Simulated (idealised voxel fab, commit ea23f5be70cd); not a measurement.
Process module, titled voxel capacitor over wiring
Each square cell in cross-section cut measures 5 nm, and the section as a whole is 175 nm wide.
We lay out every cross-section as a grid of square cells and spell it out in bands from the top down, where one band means one or more rows of cells. Band entry format. Leading values: height of top, height of bottom, nm. Remainder: materials in left-to-right order, each with its width in nm. Special words: "everywhere" on a single material, which then fills the band edge to edge; "air", empty space. Height datum 0, below which the as-received substrate wafer is one material. Lowest band open at the bottom, running downward: "0 and below". The two numbers in a width such as "30..40" mark its ends across the band: the first belongs to the top row of cells, the second to the bottom row, and from each row to the next the width moves by the same amount. When a step is marked "no change", none of the cells in the cross-section changed during that step. What "Closed cavities" gives you is every empty space of 8 cells or more that is cut off from the top. Each appears as width x height at distance, with the distance taken from the left edge and width, height and distance all in nm. Heads up: the bit after the settings on a step's line is the simulator's remark on that step. What "overlay nm" on a step's line means: if the step has a mask, that mask lay this far to the right of its planned place, or, when the value is negative, to the left.
**Planned step list for the process**
1 RECEIVE: material Si
2 CONFORMAL_DEP: material SiO2, thk nm 15
3 DIRECTIONAL_DEP: material TiN, thk nm 5
4 DIRECTIONAL_DEP: material Ru, thk nm 20
5 PATTERN: tone cover, mask id METAL_1, material resist, width nm 20, pitch nm 70, thk nm 15, overlay nm 0
6 DIRECTIONAL_ETCH: etch materials Ru, depth nm 20
7 DIRECTIONAL_ETCH: etch materials TiN, depth nm 5
8 STRIP: etch materials resist
9 FILL_DEP: material lowk, thk nm 10
10 CMP: height nm 40
11 CONFORMAL_DEP: material SiCN, thk nm 5
12 DIRECTIONAL_DEP: material SiO2, thk nm 20
13 PATTERN: tone open, mask id PLUG_1, material resist, width nm 15, thk nm 20, overlay nm 0
14 DIRECTIONAL_ETCH: etch materials SiO2, depth nm 20
15 DIRECTIONAL_ETCH: etch materials SiCN, depth nm 5
16 STRIP: etch materials resist
17 CONFORMAL_DEP: material TiN, thk nm 5
18 FILL_DEP: material Ru, thk nm 10
19 CMP: height nm 65
20 DIRECTIONAL_DEP: material TiN, thk nm 5
21 DIRECTIONAL_DEP: material SiN, thk nm 5
22 DIRECTIONAL_DEP: material TiN, thk nm 5
23 PATTERN: tone cover, mask id UPPER_PLATE, material resist, width nm 55, thk nm 20, overlay nm 0
24 DIRECTIONAL_ETCH: etch materials TiN, depth nm 5
25 DIRECTIONAL_ETCH: etch materials SiN, depth nm 5
26 STRIP: etch materials resist
27 MASKED_ETCH: tone cover, mask id LOWER_PLATE, width nm 65, etch materials TiN, depth nm 5, overlay nm 0
28 FILL_DEP: material SiO2, thk nm 15
29 CMP: height nm 90
30 DIRECTIONAL_DEP: material aC, thk nm 10
31 PATTERN: tone open, mask id PLUG_2, material resist, width nm 15, thk nm 25, overlay nm 0
32 DIRECTIONAL_ETCH: etch materials aC, depth nm 10
33 STRIP: etch materials resist
34 DIRECTIONAL_ETCH: etch materials SiO2, depth nm 10
35 STRIP: etch materials aC
36 CONFORMAL_DEP: material TiN, thk nm 5
37 FILL_DEP: material W, thk nm 5
38 CMP: height nm 90
39 CONFORMAL_DEP: material SiCN, thk nm 5
**Cross-section of the wafer upon arrival, representing the state reached after step 1**
	0 and below | Si everywhere
	Closed cavities: none
**First of two wafers: cross-section at end of module, run per plan**
	95 down to 90 | SiCN everywhere
	90 down to 85 | 55 SiO2  5 TiN  5 W  5 TiN  105 SiO2
	85 down to 75 | 55..45 SiO2  15..55 TiN  105..75 SiO2
	75 down to 70 | 45 SiO2  55 SiN  75 SiO2
	70 down to 65 | 40 SiO2  65 TiN  70 SiO2
	65 down to 45 | 45 SiO2  5 TiN  5 Ru  5 TiN  115 SiO2
	45 down to 40 | 45 SiCN  15 TiN  115 SiCN
	40 down to 20 | 40 lowk  20 Ru  50 lowk  20 Ru  45 lowk
	20 down to 15 | 40 lowk  20 TiN  50 lowk  20 TiN  45 lowk
	15 down to 0 | SiO2 everywhere
	0 and below | Si everywhere
	Closed cavities: none
**End-of-module cross-section of the second wafer: identical starting point and process plan to the first, with one processing mistake**
	95 down to 90 | SiCN everywhere
	90 down to 85 | 55 SiO2  5 TiN  5 W  5 TiN  105 SiO2
	85 down to 75 | 55..45 SiO2  15..55 TiN  105..75 SiO2
	75 down to 70 | 45 SiO2  55 SiN  75 SiO2
	70 down to 65 | 40 SiO2  65 TiN  70 SiO2
	65 down to 60 | Ru everywhere
	60 down to 55 | 50 TiN  5 Ru  120 TiN
	55 down to 35 | 45 SiO2  5 TiN  5 Ru  5 TiN  115 SiO2
	35 down to 30 | 45 SiCN  15 TiN  115 SiCN
	30 down to 20 | 40 lowk  20 Ru  50 lowk  20 Ru  45 lowk
	20 down to 15 | 40 lowk  20 TiN  50 lowk  20 TiN  45 lowk
	15 down to 0 | SiO2 everywhere
	0 and below | Si everywhere
	Closed cavities: none
Finding, execution versus plan: step 10 deviated from plan and actually ran as CMP: height nm 30
Count the cells at the end and the second wafer has more or fewer of some materials than the first: +20 Ru | +34 TiN | -54 lowk
